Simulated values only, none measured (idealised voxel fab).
This is a process module. Its name is voxel plated lines.
190 nm wide, 5 nm square cells: that's cross-section cut.
A cross-section is written here as square cells arranged in a grid, and it is given in bands from the top down, each band taking up one or more rows of cells. The band entry comprises the height of the band's top followed by the height of its bottom, expressed in nm, and subsequently the band's materials from left to right, each stated together with its width in nm. Where a single material is marked with the word "full width", that material fills the band from edge to edge. The word "empty" represents empty space. Convention: height 0 is the level below which the wafer, as received, is all one material. The lowest band does not terminate at the bottom but continues downward, represented as "0 and below". The expression "30..40" gives the width at the extremes of the band, the first number at its top row of cells and the second at its bottom row, with the width changing by equal amounts from each row to the next in between. Any step labelled "no change" changed none of the cells in the cross-section. So "Catalogued sealed voids" is basically the list of trapped voids: any empty space of 8 cells or more that can't reach the top through an opening. They're written width x height at distance, the distance being from the left edge, and it's all nm. That trailing text on a step's line, after the settings, is the simulator's own remark on the step. If you see "overlay nm" on a step's line and that step has a mask, it's telling you how far right of where it was planned the mask ended up; a negative number means it went left instead.
Listed below are the process steps as planned
| 1 | RECEIVE [material Si] |
| 2 | CONFORMAL_DEP [material Al2O3] [thk nm 5] |
| 3 | DIRECTIONAL_DEP [material TiN] [thk nm 5] |
| 4 | PATTERN [tone open] [mask id LINES] [material resist] [width nm 20] [pitch nm 35] [thk nm 15] [overlay nm 0] |
| 5 | EPI [material Ru] [thk nm 5] |
| 6 | STRIP [etch materials resist] |
| 7 | DIRECTIONAL_ETCH [etch materials TiN] [depth nm 5] |
| 8 | CONFORMAL_DEP [material SiN] [thk nm 10] |
Here's what the wafer looked like in cross-section when it arrived - that's after step 1
- 0 and below | Si full width
- Catalogued sealed voids: none
Module complete - cross-section of the first of two wafers, run according to plan
- 25 down to 15 | empty=20 | SiN=145 | empty=25
- 15 down to 10 | SiN=30 | Ru=20 | SiN=15 | Ru=20 | SiN=15 | Ru=20 | SiN=15 | Ru=20 | SiN=35
- 10 down to 5 | SiN=30 | TiN=20 | SiN=15 | TiN=20 | SiN=15 | TiN=20 | SiN=15 | TiN=20 | SiN=35
- 5 down to 0 | Al2O3 full width
- 0 and below | Si full width
- Catalogued sealed voids: none
Cross-sectional view of the second of two wafers upon completion of the module. This wafer shared its starting condition and process plan with the first; one error was made during its execution
- 25 down to 15 | empty=15 | SiN=145 | empty=30
- 15 down to 10 | SiN=25 | Ru=20 | SiN=15 | Ru=20 | SiN=15 | Ru=20 | SiN=15 | Ru=20 | SiN=40
- 10 down to 5 | SiN=25 | TiN=20 | SiN=15 | TiN=20 | SiN=15 | TiN=20 | SiN=15 | TiN=20 | SiN=40
- 5 down to 0 | Al2O3 full width
- 0 and below | Si full width
- Catalogued sealed voids: none
Plan not followed: in deviation from the planned setting, step 4 was conducted as PATTERN [tone open] [mask id LINES] [material resist] [width nm 20] [pitch nm 35] [thk nm 15] [overlay nm -5]
Upon completion, the cell count for each material on the second wafer equals that on the first, whereas the spatial distribution of those cells differs.
